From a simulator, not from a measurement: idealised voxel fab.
process module | voxel wiring stack
cross-section cut | 245 nm wide | cells 5 nm
A cross-section is a grid of square cells, given in bands from the top down. A band is one or more rows of cells.
Each band's line starts with the height of the band's top and of its bottom, in nm. Then come its materials from left to right, each with its width in nm. One material with "throughout" fills the band from edge to edge. "air" is empty space.
Height 0 is the level under which the wafer as received is all one material. The lowest band goes on downwards, as in "0 down".
A width such as "30 to 40" changes by the same amount from each row of cells to the next, from the band's top row to its bottom row.
"no change" after a step means that no cell of the cross-section changed.
closed voids: empty space of 8 cells or more with no open way to the top, each as width x height at its distance from the left edge, in nm
after a step's settings: what the simulator itself notes on the step
overlay nm, on a step with a mask: how far to the right of its planned place the mask lay; to the left if negative
plan
1 op RECEIVE | material Si
2 op CONFORMAL_DEP | material SiO2 | thk nm 15
3 op DIRECTIONAL_DEP | material TiN | thk nm 5
4 op DIRECTIONAL_DEP | material Ru | thk nm 15
5 op MASKED_ETCH | tone cover | mask id METAL_1 | width nm 30 | pitch nm 60 | etch materials Ru | depth nm 15 | overlay nm 0
6 op MASKED_ETCH | tone cover | mask id METAL_1 | width nm 30 | pitch nm 60 | etch materials TiN | depth nm 5 | overlay nm 0
7 op CONFORMAL_DEP | material SiCN | thk nm 5
8 op FILL_DEP | material SiO2 | thk nm 5
9 op CMP | height nm 35
10 op CONFORMAL_DEP | material SiCN | thk nm 5
11 op DIRECTIONAL_DEP | material lowk | thk nm 25
12 op PATTERN | tone open | mask id METAL_2 | material resist | width nm 30 | pitch nm 60 | thk nm 20 | overlay nm 0
13 op DIRECTIONAL_ETCH | etch materials lowk | depth nm 15
14 op STRIP | etch materials resist
15 op PATTERN | tone open | mask id METAL_2_HOLES | material resist | width nm 15 | pitch nm 120 | thk nm 15 | overlay nm 0
16 op DIRECTIONAL_ETCH | etch materials lowk | depth nm 10
17 op DIRECTIONAL_ETCH | etch materials SiCN | depth nm 5
18 op STRIP | etch materials resist
19 op CONFORMAL_DEP | material TiN | thk nm 5
20 op FILL_DEP | material Cu | thk nm 5
21 op CMP | height nm 65
22 op CONFORMAL_DEP | material SiCN | thk nm 5
23 op DIRECTIONAL_DEP | material SiO2 | thk nm 30
24 op MASKED_ETCH | tone open | mask id METAL_3 | width nm 30 | pitch nm 60 | etch materials SiO2 | depth nm 15 | overlay nm 0
25 op DIRECTIONAL_DEP | material aC | thk nm 10
26 op PATTERN | tone open | mask id METAL_3_HOLES | material resist | width nm 15 | pitch nm 120 | thk nm 25 | overlay nm 0
27 op DIRECTIONAL_ETCH | etch materials aC | depth nm 10
28 op STRIP | etch materials resist
29 op DIRECTIONAL_ETCH | etch materials SiO2 | depth nm 15
30 op DIRECTIONAL_ETCH | etch materials SiCN | depth nm 5
31 op STRIP | etch materials aC
32 op CONFORMAL_DEP | material TiN | thk nm 5
33 op FILL_DEP | material Cu | thk nm 10
34 op CMP | height nm 100
35 op CONFORMAL_DEP | material SiCN | thk nm 5
36 op DIRECTIONAL_DEP | material lowk | thk nm 10
37 op MASKED_ETCH | tone open | mask id PLUG_3 | width nm 15 | pitch nm 60 | etch materials lowk | depth nm 10 | overlay nm 0
38 op MASKED_ETCH | tone open | mask id PLUG_3 | width nm 15 | pitch nm 60 | etch materials SiCN | depth nm 5 | overlay nm 0
39 op CONFORMAL_DEP | material TiN | thk nm 5
40 op FILL_DEP | material Cu | thk nm 5
41 op CMP | height nm 115
42 op CONFORMAL_DEP | material SiN | thk nm 5
43 op DIRECTIONAL_DEP | material SiO2 | thk nm 25
44 op PATTERN | tone open | mask id METAL_4 | material resist | width nm 30 | pitch nm 60 | thk nm 15 | overlay nm 0
45 op DIRECTIONAL_ETCH | etch materials SiO2 | depth nm 25
46 op DIRECTIONAL_ETCH | etch materials SiN | depth nm 5
47 op STRIP | etch materials resist
48 op CONFORMAL_DEP | material TiN | thk nm 5
49 op FILL_DEP | material W | thk nm 10
50 op CMP | height nm 145
51 op EPI | material Ru | thk nm 5
52 op FILL_DEP | material SiCN | thk nm 5
as received, after step 1
  0 down: Si throughout
  closed voids: none
first wafer at the end, as planned
  155 to 150: SiCN throughout
  150 to 145: SiCN 40 | Ru 40 | SiCN 20 | Ru 40 | SiCN 20 | Ru 40 | SiCN 45
  145 to 120: SiO2 45 | TiN 5 | W 20 | TiN 5 | SiO2 30 | TiN 5 | W 20 | TiN 5 | SiO2 30 | TiN 5 | W 20 | TiN 5 | SiO2 50
  120 to 115: SiN 45 | TiN 30 | SiN 30 | TiN 30 | SiN 30 | TiN 30 | SiN 50
  115 to 105: lowk 45 | TiN 5 | Cu 5 | TiN 5 | lowk 45 | TiN 5 | Cu 5 | TiN 5 | lowk 45 | TiN 5 | Cu 5 | TiN 5 | lowk 65
  105 to 100: SiCN 45 | TiN 15 | SiCN 45 | TiN 15 | SiCN 45 | TiN 15 | SiCN 65
  100 to 90: SiO2 45 | TiN 5 | Cu 20 | TiN 5 | SiO2 30 | TiN 5 | Cu 20 | TiN 5 | SiO2 30 | TiN 5 | Cu 20 | TiN 5 | SiO2 50
  90 to 85: SiO2 45 | TiN 5 | Cu 5 | TiN 20 | SiO2 30 | TiN 30 | SiO2 30 | TiN 5 | Cu 5 | TiN 20 | SiO2 50
  85 to 70: SiO2 45 | TiN 5 | Cu 5 | TiN 5 | SiO2 105 | TiN 5 | Cu 5 | TiN 5 | SiO2 65
  70 to 65: SiCN 45 | TiN 15 | SiCN 105 | TiN 15 | SiCN 65
  65 to 55: lowk 45 | TiN 5 | Cu 20 | TiN 5 | lowk 30 | TiN 5 | Cu 20 | TiN 5 | lowk 30 | TiN 5 | Cu 20 | TiN 5 | lowk 50
  55 to 50: lowk 45 | TiN 5 | Cu 5 | TiN 20 | lowk 30 | TiN 30 | lowk 30 | TiN 5 | Cu 5 | TiN 20 | lowk 50
  50 to 40: lowk 45 | TiN 5 | Cu 5 | TiN 5 | lowk 105 | TiN 5 | Cu 5 | TiN 5 | lowk 65
  40 to 35: SiCN 45 | TiN 15 | SiCN 105 | TiN 15 | SiCN 65
  35 to 20: SiO2 40 | SiCN 5 | Ru 30 | SiCN 5 | SiO2 20 | SiCN 5 | Ru 30 | SiCN 5 | SiO2 20 | SiCN 5 | Ru 30 | SiCN 5 | SiO2 45
  20 to 15: SiCN 45 | TiN 30 | SiCN 30 | TiN 30 | SiCN 30 | TiN 30 | SiCN 50
  15 to 0: SiO2 throughout
  0 down: Si throughout
  closed voids: none
second wafer at the end: like start, like plan, one mistake
  155 to 150: SiCN throughout
  150 to 145: SiCN 35 | Ru 50 | SiCN 10 | Ru 50 | SiCN 10 | Ru 50 | SiCN 40
  145 to 120: SiO2 40 | TiN 5 | W 30 | TiN 5 | SiO2 20 | TiN 5 | W 30 | TiN 5 | SiO2 20 | TiN 5 | W 30 | TiN 5 | SiO2 45
  120 to 115: SiN 40 | TiN 40 | SiN 20 | TiN 40 | SiN 20 | TiN 40 | SiN 45
  115 to 105: lowk 45 | TiN 5 | Cu 5 | TiN 5 | lowk 45 | TiN 5 | Cu 5 | TiN 5 | lowk 45 | TiN 5 | Cu 5 | TiN 5 | lowk 65
  105 to 100: SiCN 45 | TiN 15 | SiCN 45 | TiN 15 | SiCN 45 | TiN 15 | SiCN 65
  100 to 90: SiO2 45 | TiN 5 | Cu 20 | TiN 5 | SiO2 30 | TiN 5 | Cu 20 | TiN 5 | SiO2 30 | TiN 5 | Cu 20 | TiN 5 | SiO2 50
  90 to 85: SiO2 45 | TiN 5 | Cu 5 | TiN 20 | SiO2 30 | TiN 30 | SiO2 30 | TiN 5 | Cu 5 | TiN 20 | SiO2 50
  85 to 70: SiO2 45 | TiN 5 | Cu 5 | TiN 5 | SiO2 105 | TiN 5 | Cu 5 | TiN 5 | SiO2 65
  70 to 65: SiCN 45 | TiN 15 | SiCN 105 | TiN 15 | SiCN 65
  65 to 55: lowk 45 | TiN 5 | Cu 20 | TiN 5 | lowk 30 | TiN 5 | Cu 20 | TiN 5 | lowk 30 | TiN 5 | Cu 20 | TiN 5 | lowk 50
  55 to 50: lowk 45 | TiN 5 | Cu 5 | TiN 20 | lowk 30 | TiN 30 | lowk 30 | TiN 5 | Cu 5 | TiN 20 | lowk 50
  50 to 40: lowk 45 | TiN 5 | Cu 5 | TiN 5 | lowk 105 | TiN 5 | Cu 5 | TiN 5 | lowk 65
  40 to 35: SiCN 45 | TiN 15 | SiCN 105 | TiN 15 | SiCN 65
  35 to 20: SiO2 40 | SiCN 5 | Ru 30 | SiCN 5 | SiO2 20 | SiCN 5 | Ru 30 | SiCN 5 | SiO2 20 | SiCN 5 | Ru 30 | SiCN 5 | SiO2 45
  20 to 15: SiCN 45 | TiN 30 | SiCN 30 | TiN 30 | SiCN 30 | TiN 30 | SiCN 50
  15 to 0: SiO2 throughout
  0 down: Si throughout
  closed voids: none
what went wrong: step 44 ran as: op PATTERN | tone open | mask id METAL_4 | material resist | width nm 40 | pitch nm 60 | thk nm 15 | overlay nm 0
at the end the second wafer has, in cells: 6 more of Ru | 6 fewer of SiCN | 6 fewer of SiN | 30 fewer of SiO2 | 6 more of TiN | 30 more of W
